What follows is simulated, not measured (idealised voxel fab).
Module name: voxel ribs on slabs (process module)
Section shown: cut. Width: 205 nm. Cell size: 5 nm, square.
In what follows, cross-sections appear as grids of square cells, described through bands that run from the top down, where every band is one or more rows of cells. What a band's entry tells you: where the top is and where the bottom is, as heights in nm, and after that what lies inside, material by material from left to right, each with its width in nm. Empty space is written as the word "blank", and a single material marked with the word "all across" occupies the band from edge to edge. Heads up on the height convention: 0 is the point under which the incoming wafer is all one material, and the lowest band has no bottom, it just keeps going down, like "0 and below". A two-number width, for instance "30->40", indicates that the width is equal to the first number in the top row of the band and to the second number in the bottom row, and that it changes by a constant amount per row of cells. It should be understood that the words "identical to before", when stated for a given step, signify that the cross-section underwent no change in any of its cells during that step. "Enclosed void inventory" specifies each empty space that is not open to the top and that occupies no fewer than 8 cells, using the form width x height at distance, the distance measured from the left edge and all three quantities in nm. Step line, after settings: the simulator's comment on this step. "overlay nm" answers the question of how far to the right of plan the mask lay on a step that has a mask, and when it is negative the answer is to the left.

Process steps - plan:
- 1: RECEIVE [material Si]
- 2: DIRECTIONAL_DEP [material SiO2] [thk nm 20]
- 3: DIRECTIONAL_DEP [material SiN] [thk nm 25]
- 4: DIRECTIONAL_DEP [material aC] [thk nm 10]
- 5: PATTERN [tone cover] [mask id RIB] [material resist] [width nm 20] [thk nm 25] [overlay nm 0]
- 6: DIRECTIONAL_ETCH [etch materials aC] [depth nm 10]
- 7: STRIP [etch materials resist]
- 8: DIRECTIONAL_ETCH [etch materials SiN] [depth nm 15]
- 9: STRIP [etch materials aC]
- 10: MASKED_ETCH [tone cover] [mask id SLAB] [width nm 70] [etch materials SiN] [depth nm 10] [overlay nm 0]
- 11: FILL_DEP [material SiO2] [thk nm 20]
- 12: CMP [height nm 55]
- 13: DIRECTIONAL_DEP [material TiN] [thk nm 5]
- 14: PATTERN [tone cover] [mask id HEATER] [material resist] [width nm 30] [thk nm 15] [overlay nm 0]
- 15: DIRECTIONAL_ETCH [etch materials TiN] [depth nm 5]
- 16: STRIP [etch materials resist]
- 17: CONFORMAL_DEP [material SiN] [thk nm 10]

This is the cross-section of the wafer as we received it, i.e. after step 1:
  0 and below | Si all across
  Enclosed void inventory: none

First wafer of two, sectioned at end of module; run went per plan:
  70 down to 65 | 75 blank  50 SiN  80 blank
  65 down to 60 | SiN all across
  60 down to 55 | 85 SiN  30 TiN  90 SiN
  55 down to 45 | SiO2 all across
  45 down to 30 | 90 SiO2  20 SiN  95 SiO2
  30 down to 20 | 65 SiO2  70 SiN  70 SiO2
  20 down to 0 | SiO2 all across
  0 and below | Si all across
  Enclosed void inventory: none

Same start, same plan as the first wafer - but one mistake in the run. Cross-section of the second of the two at the end of the module:
  70 down to 65 | 75 blank  50 SiN  80 blank
  65 down to 60 | SiN all across
  60 down to 55 | 85 SiN  30 TiN  90 SiN
  55 down to 45 | TiN all across
  45 down to 20 | SiN all across
  20 down to 0 | SiO2 all across
  0 and below | Si all across
  Enclosed void inventory: none
So what did we get wrong on this run? the process deviated at step 4: the operation and settings actually run there were DIRECTIONAL_DEP [material TiN] [thk nm 10]
Wafer comparison, final, in cells, second relative to first, materials more or fewer: SiN +165; SiO2 -247; TiN +82
